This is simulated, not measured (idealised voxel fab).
process module | voxel ribs on slabs
cross-section cut | 175 nm wide | cells 5 nm
A cross-section is a grid of square cells, given in bands from the top down. A band is one or more rows of cells.
Each band's line starts with the height of the band's top and of its bottom, in nm. Then come its materials from left to right, each with its width in nm. One material with "throughout" fills the band from edge to edge. "air" is empty space.
Height 0 is the level under which the wafer as received is all one material. The lowest band goes on downwards, as in "0 down".
A width such as "30 to 40" changes by the same amount from each row of cells to the next, from the band's top row to its bottom row.
"no change" after a step means that no cell of the cross-section changed.
closed voids: empty space of 8 cells or more with no open way to the top, each as width x height at its distance from the left edge, in nm
after a step's settings: what the simulator itself notes on the step
overlay nm, on a step with a mask: how far to the right of its planned place the mask lay; to the left if negative
Each pair below shows a cross-section before one step and the cross-section after it, down to the lowest band that changed. The line under each pair gives the step between them, with its settings. The pairs can come from different runs of this module on the same starting wafer, so a pair continues from the pair above only where its "before" says so.
before
  0 down: Si throughout
  closed voids: none
after
  30 to 0: SiO2 throughout
  below 0: unchanged
  closed voids: none
the step between: op DIRECTIONAL_DEP | material SiO2 | thk nm 30
before: the cross-section after the pair above
after
  55 to 30: polySi throughout
  below 30: unchanged
  closed voids: none
the step between: op DIRECTIONAL_DEP | material polySi | thk nm 25
before: the cross-section after the pair above
after
  55 to 40: air 75 | polySi 25 | air 75
  below 40: unchanged
  closed voids: none
the step between: op MASKED_ETCH | tone cover | mask id RIB | width nm 25 | etch materials polySi | depth nm 15 | overlay nm 0
before: the cross-section after the pair above
after
  55 to 40: air 75 | polySi 25 | air 75
  40 to 30: air 55 | polySi 65 | air 55
  below 30: unchanged
  closed voids: none
the step between: op MASKED_ETCH | tone cover | mask id SLAB | width nm 65 | etch materials polySi | depth nm 10 | overlay nm 0
before: the cross-section after the pair above
after
  80 to 55: SiO2 throughout
  55 to 40: SiO2 75 | polySi 25 | SiO2 75
  40 to 30: SiO2 55 | polySi 65 | SiO2 55
  below 30: unchanged
  closed voids: none
the step between: op FILL_DEP | material SiO2 | thk nm 25
before: the cross-section after the pair above
after
  70 to 55: SiO2 throughout
  below 55: unchanged
  closed voids: none
the step between: op CMP | height nm 70
before: the cross-section after the pair above
after
  75 to 70: W throughout
  below 70: unchanged
  closed voids: none
the step between: op DIRECTIONAL_DEP | material W | thk nm 5
before: the cross-section after the pair above
after
  75 to 70: air 70 | W 35 | air 70
  below 70: unchanged
  closed voids: none
the step between: op MASKED_ETCH | tone cover | mask id HEATER | width nm 35 | etch materials W | depth nm 5 | overlay nm 0
before: the cross-section after the pair above
after
  80 to 75: air 65 | SiN 45 | air 65
  75 to 70: SiN 70 | W 35 | SiN 70
  below 70: unchanged
  closed voids: none
the step between: op CONFORMAL_DEP | material SiN | thk nm 5
before
  55 to 30: polySi throughout
  30 to 0: SiO2 throughout
  0 down: Si throughout
  closed voids: none
after
  80 to 30: polySi throughout
  below 30: unchanged
  closed voids: none
the step between: op DIRECTIONAL_DEP | material polySi | thk nm 25
before: the cross-section after the pair above
after
  80 to 65: air 75 | polySi 25 | air 75
  below 65: unchanged
  closed voids: none
the step between: op MASKED_ETCH | tone cover | mask id RIB | width nm 25 | etch materials polySi | depth nm 15 | overlay nm 0
before: the cross-section after the pair above
after
  80 to 65: air 75 | polySi 25 | air 75
  65 to 55: air 55 | polySi 65 | air 55
  below 55: unchanged
  closed voids: none
the step between: op MASKED_ETCH | tone cover | mask id SLAB | width nm 65 | etch materials polySi | depth nm 10 | overlay nm 0
before: the cross-section after the pair above
after
  105 to 80: SiO2 throughout
  80 to 65: SiO2 75 | polySi 25 | SiO2 75
  65 to 55: SiO2 55 | polySi 65 | SiO2 55
  below 55: unchanged
  closed voids: none
the step between: op FILL_DEP | material SiO2 | thk nm 25
before: the cross-section after the pair above
after
  70 to 65: SiO2 75 | polySi 25 | SiO2 75
  below 65: unchanged
  closed voids: none
the step between: op CMP | height nm 70
before: the cross-section after the pair above
after
  75 to 70: W throughout
  below 70: unchanged
  closed voids: none
the step between: op DIRECTIONAL_DEP | material W | thk nm 5
before: the cross-section after the pair above
after
  75 to 70: air 70 | W 35 | air 70
  below 70: unchanged
  closed voids: none
the step between: op MASKED_ETCH | tone cover | mask id HEATER | width nm 35 | etch materials W | depth nm 5 | overlay nm 0
before: the cross-section after the pair above
after
  80 to 75: air 65 | SiN 45 | air 65
  75 to 70: SiN 70 | W 35 | SiN 70
  below 70: unchanged
  closed voids: none
the step between: op CONFORMAL_DEP | material SiN | thk nm 5
before
  0 down: Si throughout
  closed voids: none
after
  25 to 0: polySi throughout
  below 0: unchanged
  closed voids: none
the step between: op DIRECTIONAL_DEP | material polySi | thk nm 25
before: the cross-section after the pair above
after
  55 to 25: SiO2 throughout
  below 25: unchanged
  closed voids: none
the step between: op DIRECTIONAL_DEP | material SiO2 | thk nm 30
before: the cross-section after the pair above
after
  80 to 25: SiO2 throughout
  below 25: unchanged
  closed voids: none
the step between: op FILL_DEP | material SiO2 | thk nm 25
before: the cross-section after the pair above
after
  70 to 25: SiO2 throughout
  below 25: unchanged
  closed voids: none
the step between: op CMP | height nm 70
before: the cross-section after the pair above
after
  75 to 70: W throughout
  below 70: unchanged
  closed voids: none
the step between: op DIRECTIONAL_DEP | material W | thk nm 5
before: the cross-section after the pair above
after
  75 to 70: air 70 | W 35 | air 70
  below 70: unchanged
  closed voids: none
the step between: op MASKED_ETCH | tone cover | mask id HEATER | width nm 35 | etch materials W | depth nm 5 | overlay nm 0
before: the cross-section after the pair above
after
  80 to 75: air 65 | SiN 45 | air 65
  75 to 70: SiN 70 | W 35 | SiN 70
  below 70: unchanged
  closed voids: none
the step between: op CONFORMAL_DEP | material SiN | thk nm 5
before
  30 to 0: SiO2 throughout
  0 down: Si throughout
  closed voids: none
after
  65 to 30: polySi throughout
  below 30: unchanged
  closed voids: none
the step between: op DIRECTIONAL_DEP | material polySi | thk nm 35
before: the cross-section after the pair above
after
  65 to 50: air 75 | polySi 25 | air 75
  below 50: unchanged
  closed voids: none
the step between: op MASKED_ETCH | tone cover | mask id RIB | width nm 25 | etch materials polySi | depth nm 15 | overlay nm 0
before: the cross-section after the pair above
after
  65 to 50: air 75 | polySi 25 | air 75
  50 to 40: air 55 | polySi 65 | air 55
  below 40: unchanged
  closed voids: none
the step between: op MASKED_ETCH | tone cover | mask id SLAB | width nm 65 | etch materials polySi | depth nm 10 | overlay nm 0
before: the cross-section after the pair above
after
  90 to 65: SiO2 throughout
  65 to 50: SiO2 75 | polySi 25 | SiO2 75
  50 to 40: SiO2 55 | polySi 65 | SiO2 55
  below 40: unchanged
  closed voids: none
the step between: op FILL_DEP | material SiO2 | thk nm 25
before: the cross-section after the pair above
after
  70 to 65: SiO2 throughout
  below 65: unchanged
  closed voids: none
the step between: op CMP | height nm 70
before: the cross-section after the pair above
after
  75 to 70: W throughout
  below 70: unchanged
  closed voids: none
the step between: op DIRECTIONAL_DEP | material W | thk nm 5
before: the cross-section after the pair above
after
  75 to 70: air 70 | W 35 | air 70
  below 70: unchanged
  closed voids: none
the step between: op MASKED_ETCH | tone cover | mask id HEATER | width nm 35 | etch materials W | depth nm 5 | overlay nm 0
before: the cross-section after the pair above
after
  80 to 75: air 65 | SiN 45 | air 65
  75 to 70: SiN 70 | W 35 | SiN 70
  below 70: unchanged
  closed voids: none
the step between: op CONFORMAL_DEP | material SiN | thk nm 5
before
  55 to 30: polySi throughout
  30 to 0: SiO2 throughout
  0 down: Si throughout
  closed voids: none
after
  55 to 40: air 70 | polySi 35 | air 70
  below 40: unchanged
  closed voids: none
the step between: op MASKED_ETCH | tone cover | mask id RIB | width nm 35 | etch materials polySi | depth nm 15 | overlay nm 0
before: the cross-section after the pair above
after
  55 to 40: air 70 | polySi 35 | air 70
  40 to 30: air 55 | polySi 65 | air 55
  below 30: unchanged
  closed voids: none
the step between: op MASKED_ETCH | tone cover | mask id SLAB | width nm 65 | etch materials polySi | depth nm 10 | overlay nm 0
before: the cross-section after the pair above
after
  80 to 55: SiO2 throughout
  55 to 40: SiO2 70 | polySi 35 | SiO2 70
  40 to 30: SiO2 55 | polySi 65 | SiO2 55
  below 30: unchanged
  closed voids: none
the step between: op FILL_DEP | material SiO2 | thk nm 25
before: the cross-section after the pair above
after
  70 to 55: SiO2 throughout
  below 55: unchanged
  closed voids: none
the step between: op CMP | height nm 70
before: the cross-section after the pair above
after
  75 to 70: W throughout
  below 70: unchanged
  closed voids: none
the step between: op DIRECTIONAL_DEP | material W | thk nm 5
before: the cross-section after the pair above
after
  75 to 70: air 70 | W 35 | air 70
  below 70: unchanged
  closed voids: none
the step between: op MASKED_ETCH | tone cover | mask id HEATER | width nm 35 | etch materials W | depth nm 5 | overlay nm 0
before: the cross-section after the pair above
after
  80 to 75: air 65 | SiN 45 | air 65
  75 to 70: SiN 70 | W 35 | SiN 70
  below 70: unchanged
  closed voids: none
the step between: op CONFORMAL_DEP | material SiN | thk nm 5
before
  75 to 70: W throughout
  70 to 55: SiO2 throughout
  55 to 40: SiO2 75 | polySi 25 | SiO2 75
  40 to 30: SiO2 55 | polySi 65 | SiO2 55
  30 to 0: SiO2 throughout
  0 down: Si throughout
  closed voids: none
after
  75 to 70: air 65 | W 35 | air 75
  below 70: unchanged
  closed voids: none
the step between: op MASKED_ETCH | tone cover | mask id HEATER | width nm 35 | etch materials W | depth nm 5 | overlay nm -5
before: the cross-section after the pair above
after
  80 to 75: air 60 | SiN 45 | air 70
  75 to 70: SiN 65 | W 35 | SiN 75
  below 70: unchanged
  closed voids: none
the step between: op CONFORMAL_DEP | material SiN | thk nm 5
before
  55 to 40: air 75 | polySi 25 | air 75
  40 to 30: air 55 | polySi 65 | air 55
  30 to 0: SiO2 throughout
  0 down: Si throughout
  closed voids: none
after
  80 to 30: polySi throughout
  below 30: unchanged
  closed voids: none
the step between: op FILL_DEP | material polySi | thk nm 25
before: the cross-section after the pair above
after
  70 to 30: polySi throughout
  below 30: unchanged
  closed voids: none
the step between: op CMP | height nm 70
before: the cross-section after the pair above
after
  75 to 70: W throughout
  below 70: unchanged
  closed voids: none
the step between: op DIRECTIONAL_DEP | material W | thk nm 5
before: the cross-section after the pair above
after
  75 to 70: air 70 | W 35 | air 70
  below 70: unchanged
  closed voids: none
the step between: op MASKED_ETCH | tone cover | mask id HEATER | width nm 35 | etch materials W | depth nm 5 | overlay nm 0
before: the cross-section after the pair above
after
  80 to 75: air 65 | SiN 45 | air 65
  75 to 70: SiN 70 | W 35 | SiN 70
  below 70: unchanged
  closed voids: none
the step between: op CONFORMAL_DEP | material SiN | thk nm 5
before
  75 to 70: W throughout
  70 to 55: SiO2 throughout
  55 to 40: SiO2 75 | polySi 25 | SiO2 75
  40 to 30: SiO2 55 | polySi 65 | SiO2 55
  30 to 0: SiO2 throughout
  0 down: Si throughout
  closed voids: none
after
  75 to 70: W 70 | air 35 | W 70
  below 70: unchanged
  closed voids: none
the step between: op MASKED_ETCH | tone open | mask id HEATER | width nm 35 | etch materials W | depth nm 5 | overlay nm 0
before: the cross-section after the pair above
after
  80 to 75: SiN 75 | air 25 | SiN 75
  75 to 70: W 70 | SiN 35 | W 70
  below 70: unchanged
  closed voids: none
the step between: op CONFORMAL_DEP | material SiN | thk nm 5
